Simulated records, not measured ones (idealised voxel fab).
voxel self aligned contacts: a process module
Cross-section cut: width 290 nm, square cells of 5 nm.
A cross-section is written here as square cells arranged in a grid, and it is given in bands from the top down, each band taking up one or more rows of cells. Each band's line starts with the height of the band's top and of its bottom, in nm. Then come its materials from left to right, each with its width in nm. One material with "edge to edge" fills the band from edge to edge. "blank" is empty space. Heights are measured from 0, the level below which the as-received wafer is all one material; the lowest band has no bottom and continues downward, written as in "z 0 and below". Width spec "30 to 40" -> top row of cells at first value, bottom row at second value, equal per-row change in between. For the purposes of this document, the phrase "all unchanged" attached to a step denotes that no cell within the cross-section was modified by that step. The entry titled "Closed empty spaces" provides the empty spaces that have no open way to the top, restricted to those of 8 cells or more. Each is presented as width x height at distance, the distance being measured from the left edge, with all three in nm. Anything after a step's settings on that line? It's the simulator's own note about the step. The optional step-line setting "overlay nm" applies to steps with a mask and quantifies how far to the right of its planned location the mask lay, a negative value indicating leftward placement.

Here's what the planned process steps look like:
1: RECEIVE: material Si
2: CONFORMAL_DEP: material SiO2, thk nm 5
3: DIRECTIONAL_DEP: material polySi, thk nm 30
4: DIRECTIONAL_DEP: material SiN, thk nm 20
5: MASKED_ETCH: tone cover, mask id GATE, width nm 25, pitch nm 60, etch materials SiN, depth nm 20, overlay nm 0
6: MASKED_ETCH: tone cover, mask id GATE, width nm 25, pitch nm 60, etch materials polySi, depth nm 30, overlay nm 0
7: CONFORMAL_DEP: material SiN, thk nm 10
8: DIRECTIONAL_ETCH: etch materials SiN, depth nm 10
9: FILL_DEP: material SiO2, thk nm 10
10: CMP: height nm 60
11: DIRECTIONAL_DEP: material aC, thk nm 15
12: PATTERN: tone open, mask id CONTACT, material resist, width nm 45, thk nm 35, overlay nm 0
13: DIRECTIONAL_ETCH: etch materials aC, depth nm 15
14: STRIP: etch materials resist
15: DIRECTIONAL_ETCH: etch materials SiO2, depth nm 60
16: STRIP: etch materials aC
17: CONFORMAL_DEP: material TiN, thk nm 5
18: FILL_DEP: material W, thk nm 5
19: CMP: height nm 60
20: CONFORMAL_DEP: material SiN, thk nm 5

Cross-section of the wafer upon arrival, representing the state reached after step 1:
> z 0 and below | Si edge to edge
> Closed empty spaces: none

Cross-section: first of two wafers, module finished, run according to plan:
> z 65 to 60 | SiN edge to edge
> z 60 to 55 | 120 SiO2  20 TiN  5 W  20 TiN  125 SiO2
> z 55 to 35 | 90 SiO2  45 SiN  5 TiN  5 W  5 TiN  45 SiN  95 SiO2
> z 35 to 5 | 90 SiO2  10 SiN  25 polySi  10 SiN  5 TiN  5 W  5 TiN  10 SiN  25 polySi  10 SiN  95 SiO2
> z 5 to 0 | 135 SiO2  15 TiN  140 SiO2
> z 0 and below | Si edge to edge
> Closed empty spaces: none

Wafer two, end of module, cross-section. Same start, same plan as wafer one. One mistake in the run:
> z 65 to 60 | SiN edge to edge
> z 60 to 45 | 90 SiO2  45 SiN  5 TiN  5 W  5 TiN  45 SiN  95 SiO2
> z 45 to 40 | 90 SiO2  45 SiN  15 TiN  45 SiN  95 SiO2
> z 40 to 35 | SiN edge to edge
> z 35 to 5 | polySi edge to edge
> z 5 to 0 | SiO2 edge to edge
> z 0 and below | Si edge to edge
> Closed empty spaces: none
The plan and the run diverged here: step 4 did not use the planned setting and instead ran as DIRECTIONAL_DEP: material SiN, thk nm 25
Wrapping up, a cell-based count of both wafers puts the second over or under the first for these materials: SiN: 10 more; SiO2: 268 fewer; TiN: 22 fewer; W: 8 fewer; polySi: 288 more
